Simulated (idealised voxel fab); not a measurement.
Process module, titled voxel ribs on slabs
Xsec cut, 245 nm wide, square cell size 5 nm.
Just so we're on the same page, the cross-sections are grids of square cells, and they're listed out in bands top to bottom, each band one or more rows deep.
Heads up on the band format: heights come first, top then bottom, in nm. After that it's the materials left to right, each with its width in nm. A single material flagged "edge to edge" fills the whole band edge to edge, and "air" means there's empty space there.
A quick word on heights: they are counted from 0, and under that level the wafer as it came to us is one material throughout. The lowest band is different from the rest in having no bottom; it simply continues downward, written as in "from 0 down".
A width such as "30..40" changes by the same amount from each row of cells to the next, from the band's top row to its bottom row.
Key: "stayed the same" - step with no changed cell in the cross-section.
"Closed void catalog" specifies each empty space that is not open to the top and that occupies no fewer than 8 cells, using the form width x height at distance, the distance measured from the left edge and all three quantities in nm.
Text after the settings on a step's line: the simulator's own remark on that step.
Steps that use a mask can have "overlay nm" on their line. It says how far the mask sat to the right of where it was meant to be. Negative means to the left.
Planned process steps:
| 1 | RECEIVE (material Si) |
| 2 | DIRECTIONAL_DEP (material SiO2; thk nm 20) |
| 3 | DIRECTIONAL_DEP (material polySi; thk nm 25) |
| 4 | MASKED_ETCH (tone cover; mask id RIB; width nm 30; etch materials polySi; depth nm 5; overlay nm 0) |
| 5 | DIRECTIONAL_DEP (material aC; thk nm 15) |
| 6 | PATTERN (tone cover; mask id SLAB; material resist; width nm 70; thk nm 30; overlay nm 0) |
| 7 | DIRECTIONAL_ETCH (etch materials aC; depth nm 15) |
| 8 | STRIP (etch materials resist) |
| 9 | DIRECTIONAL_ETCH (etch materials polySi; depth nm 20) |
| 10 | STRIP (etch materials aC) |
| 11 | FILL_DEP (material SiO2; thk nm 25) |
| 12 | CMP (height nm 65) |
| 13 | DIRECTIONAL_DEP (material W; thk nm 10) |
| 14 | PATTERN (tone cover; mask id HEATER; material resist; width nm 40; thk nm 15; overlay nm 0) |
| 15 | DIRECTIONAL_ETCH (etch materials W; depth nm 10) |
| 16 | STRIP (etch materials resist) |
| 17 | CONFORMAL_DEP (material SiO2; thk nm 10) |
Run as planned: first of two wafers:
Cross-section of the incoming wafer, state after step 1:
	from 0 down | Si edge to edge
	Closed void catalog: none
State of the wafer after step 2, shown in cross-section:
	from 20 to 0 | SiO2 edge to edge
	Under the height 0 nothing was changed.
State of the wafer after step 3, shown in cross-section:
	from 45 to 20 | polySi edge to edge
	Under the height 20 nothing was changed.
State of the wafer after step 4, shown in cross-section:
	from 45 to 40 | 105 of air; 30 of polySi; 110 of air
	Under the height 40 nothing was changed.
State of the wafer after step 5, shown in cross-section:
	from 60 to 55 | 105 of air; 30 of aC; 110 of air
	from 55 to 45 | aC edge to edge
	from 45 to 40 | 105 of aC; 30 of polySi; 110 of aC
	Under the height 40 nothing was changed.
State of the wafer after step 6, shown in cross-section:
	from 90 to 60 | 85 of air; 70 of resist; 90 of air
	from 60 to 55 | 85 of air; 20 of resist; 30 of aC; 20 of resist; 90 of air
	Under the height 55 nothing was changed.
State of the wafer after step 7, shown in cross-section:
	from 75 to 60 | 85 of air; 70 of resist; 90 of air
	from 60 to 55 | 85 of air; 20 of resist; 30 of aC; 20 of resist; 90 of air
	from 55 to 45 | 85 of air; 70 of aC; 90 of air
	from 45 to 40 | 85 of air; 20 of aC; 30 of polySi; 20 of aC; 90 of air
	Under the height 40 nothing was changed.
State of the wafer after step 8, shown in cross-section:
	from 60 to 55 | 105 of air; 30 of aC; 110 of air
	Under the height 55 nothing was changed.
State of the wafer after step 9, shown in cross-section:
	from 60 to 55 | 105 of air; 30 of aC; 110 of air
	from 55 to 45 | 85 of air; 70 of aC; 90 of air
	from 45 to 40 | 85 of air; 20 of aC; 30 of polySi; 20 of aC; 90 of air
	from 40 to 20 | 85 of air; 70 of polySi; 90 of air
	Under the height 20 nothing was changed.
State of the wafer after step 10, shown in cross-section:
	from 45 to 40 | 105 of air; 30 of polySi; 110 of air
	Under the height 40 nothing was changed.
State of the wafer after step 11, shown in cross-section:
	from 70 to 45 | SiO2 edge to edge
	from 45 to 40 | 105 of SiO2; 30 of polySi; 110 of SiO2
	from 40 to 20 | 85 of SiO2; 70 of polySi; 90 of SiO2
	Under the height 20 nothing was changed.
State of the wafer after step 12, shown in cross-section:
	from 65 to 45 | SiO2 edge to edge
	Under the height 45 nothing was changed.
State of the wafer after step 13, shown in cross-section:
	from 75 to 65 | W edge to edge
	Under the height 65 nothing was changed.
State of the wafer after step 14, shown in cross-section:
	from 90 to 75 | 100 of air; 40 of resist; 105 of air
	Under the height 75 nothing was changed.
State of the wafer after step 15, shown in cross-section:
	from 90 to 75 | 100 of air; 40 of resist; 105 of air
	from 75 to 65 | 100 of air; 40 of W; 105 of air
	Under the height 65 nothing was changed.
State of the wafer after step 16, shown in cross-section:
	from 75 to 65 | 100 of air; 40 of W; 105 of air
	Under the height 65 nothing was changed.
State of the wafer after step 17, shown in cross-section:
	from 85 to 75 | 90 of air; 60 of SiO2; 95 of air
	from 75 to 65 | 100 of SiO2; 40 of W; 105 of SiO2
	Under the height 65 nothing was changed.
Here the second wafer is described. Its start and its plan were those of the first wafer. Its run contained one mistake. Up to and including step 13, it did exactly what the first wafer did:
At the planned end of step 14, the second wafer in cross-section:
	from 90 to 75 | 95 of air; 50 of resist; 100 of air
	Under the height 75 nothing was changed.
At the planned end of step 15, the second wafer in cross-section:
	from 90 to 75 | 95 of air; 50 of resist; 100 of air
	from 75 to 65 | 95 of air; 50 of W; 100 of air
	Under the height 65 nothing was changed.
At the planned end of step 16, the second wafer in cross-section:
	from 75 to 65 | 95 of air; 50 of W; 100 of air
	Under the height 65 nothing was changed.
At the planned end of step 17, the second wafer in cross-section:
	from 85 to 75 | 85 of air; 70 of SiO2; 90 of air
	from 75 to 65 | 95 of SiO2; 50 of W; 100 of SiO2
	Under the height 65 nothing was changed.
Diagnosis: step 14 was not run as planned; what actually ran was PATTERN (tone cover; mask id HEATER; material resist; width nm 50; thk nm 15; overlay nm 0)
Bottom line after processing is that, in cells, the second wafer is up or down on some materials versus the first: +4 W
